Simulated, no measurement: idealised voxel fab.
Herein follows the process module entitled voxel capacitor over wiring.
The cross-section on display is named cut; it measures 265 nm wide, and its cells are 5 nm squares.
In this document a cross-section is written as a grid of square cells. It is given as a series of bands, listed from the top down, and a band is one or more rows of cells.
Quick guide to a band line: top height, bottom height (nm) up front; then every material left to right with its width in nm. Only one material and it's marked "edge to edge"? Then it fills the band edge to edge. And "blank" just means empty space.
Measure heights from 0. That's the level where, below it, the as-received wafer is all one material. The lowest band is bottomless and extends downward; write it as in "z 0 and below".
Think of "30..40" as a width that walks from the first number to the second as you go down the band, top row to bottom row, taking equal-sized steps from row to row.
Any step labelled "nothing was modified" changed none of the cells in the cross-section.
Any empty space of 8 cells or more lacking an open way to the top shows up in "Enclosed cavities" as width x height at distance, distance from the left edge, in nm.
Where a step's line continues beyond its settings, the continuation is a remark by the simulator itself on that step.
Regarding "overlay nm": on a step with a mask, it is the distance the mask lay to the right of its planned place; a negative value places it to the left.

Planned step list for the process:
step 1: op RECEIVE | material Si
step 2: op CONFORMAL_DEP | material SiO2 | thk nm 10
step 3: op DIRECTIONAL_DEP | material TiN | thk nm 5
step 4: op DIRECTIONAL_DEP | material W | thk nm 20
step 5: op PATTERN | tone cover | mask id METAL_1 | material resist | width nm 25 | pitch nm 75 | thk nm 20 | overlay nm 0
step 6: op DIRECTIONAL_ETCH | etch materials W | depth nm 20
step 7: op DIRECTIONAL_ETCH | etch materials TiN | depth nm 5
step 8: op STRIP | etch materials resist
step 9: op FILL_DEP | material lowk | thk nm 10
step 10: op CMP | height nm 35
step 11: op CONFORMAL_DEP | material SiCN | thk nm 5
step 12: op DIRECTIONAL_DEP | material lowk | thk nm 20
step 13: op DIRECTIONAL_DEP | material aC | thk nm 15
step 14: op PATTERN | tone open | mask id PLUG_1 | material resist | width nm 15 | thk nm 30 | overlay nm 0
step 15: op DIRECTIONAL_ETCH | etch materials aC | depth nm 15
step 16: op STRIP | etch materials resist
step 17: op DIRECTIONAL_ETCH | etch materials lowk | depth nm 20
step 18: op DIRECTIONAL_ETCH | etch materials SiCN | depth nm 5
step 19: op STRIP | etch materials aC
step 20: op EPI | material Ru | thk nm 10
step 21: op EPI | material Ru | thk nm 10
step 22: op EPI | material Ru | thk nm 5
step 23: op DIRECTIONAL_DEP | material TiN | thk nm 5
step 24: op DIRECTIONAL_DEP | material SiN | thk nm 5
step 25: op DIRECTIONAL_DEP | material TiN | thk nm 10
step 26: op DIRECTIONAL_DEP | material aC | thk nm 15
step 27: op PATTERN | tone cover | mask id UPPER_PLATE | material resist | width nm 55 | thk nm 30 | overlay nm 0
step 28: op DIRECTIONAL_ETCH | etch materials aC | depth nm 15
step 29: op STRIP | etch materials resist
step 30: op DIRECTIONAL_ETCH | etch materials TiN | depth nm 10
step 31: op DIRECTIONAL_ETCH | etch materials SiN | depth nm 5
step 32: op STRIP | etch materials aC
step 33: op MASKED_ETCH | tone cover | mask id LOWER_PLATE | width nm 65 | etch materials TiN | depth nm 5 | overlay nm 0
step 34: op FILL_DEP | material SiO2 | thk nm 15
step 35: op CMP | height nm 90
step 36: op DIRECTIONAL_DEP | material aC | thk nm 15
step 37: op PATTERN | tone open | mask id PLUG_2 | material resist | width nm 15 | thk nm 30 | overlay nm 0
step 38: op DIRECTIONAL_ETCH | etch materials aC | depth nm 15
step 39: op STRIP | etch materials resist
step 40: op DIRECTIONAL_ETCH | etch materials SiO2 | depth nm 10
step 41: op STRIP | etch materials aC
step 42: op CONFORMAL_DEP | material TiN | thk nm 5
step 43: op FILL_DEP | material W | thk nm 10
step 44: op CMP | height nm 90
step 45: op CONFORMAL_DEP | material SiCN | thk nm 5

Cross-section of the wafer upon arrival, representing the state reached after step 1:
	z 0 and below  Si edge to edge
	Enclosed cavities: none

First of two wafers: cross-section at end of module, run per plan:
	z 95 to 90  SiCN edge to edge
	z 90 to 85  SiO2: 100  TiN: 5  W: 5  TiN: 5  SiO2: 150
	z 85 to 80  SiO2: 100  TiN: 15  SiO2: 150
	z 80 to 70  SiO2: 90  TiN: 55  SiO2: 120
	z 70 to 65  SiO2: 90  SiN: 55  SiO2: 120
	z 65 to 60  SiO2: 85  TiN: 65  SiO2: 115
	z 60 to 40  lowk: 90  Ru: 15  lowk: 160
	z 40 to 35  SiCN: 90  Ru: 15  SiCN: 160
	z 35 to 15  lowk: 80  W: 25  lowk: 50  W: 25  lowk: 85
	z 15 to 10  lowk: 80  TiN: 25  lowk: 50  TiN: 25  lowk: 85
	z 10 to 0  SiO2 edge to edge
	z 0 and below  Si edge to edge
	Enclosed cavities: none

End-of-module cross-section of the second wafer: identical starting point and process plan to the first, with one processing mistake:
	z 95 to 90  SiCN edge to edge
	z 90 to 85  SiO2: 100  TiN: 5  W: 5  TiN: 5  SiO2: 150
	z 85 to 80  SiO2: 100  TiN: 15  SiO2: 150
	z 80 to 70  SiO2: 90  TiN: 55  SiO2: 120
	z 70 to 65  SiO2: 90  SiN: 55  SiO2: 120
	z 65 to 60  SiO2: 85  TiN: 65  SiO2: 115
	z 60 to 40  lowk: 95  Ru: 15  lowk: 155
	z 40 to 35  SiCN: 95  Ru: 15  SiCN: 155
	z 35 to 15  lowk: 80  W: 25  lowk: 50  W: 25  lowk: 85
	z 15 to 10  lowk: 80  TiN: 25  lowk: 50  TiN: 25  lowk: 85
	z 10 to 0  SiO2 edge to edge
	z 0 and below  Si edge to edge
	Enclosed cavities: none
Diagnosis: step 14 ran differently from the plan; actual operation with settings: op PATTERN | tone open | mask id PLUG_1 | material resist | width nm 15 | thk nm 30 | overlay nm 5
Comparing end states, the material composition by cell count is preserved from the first wafer to the second, while the locations of the cells are not.
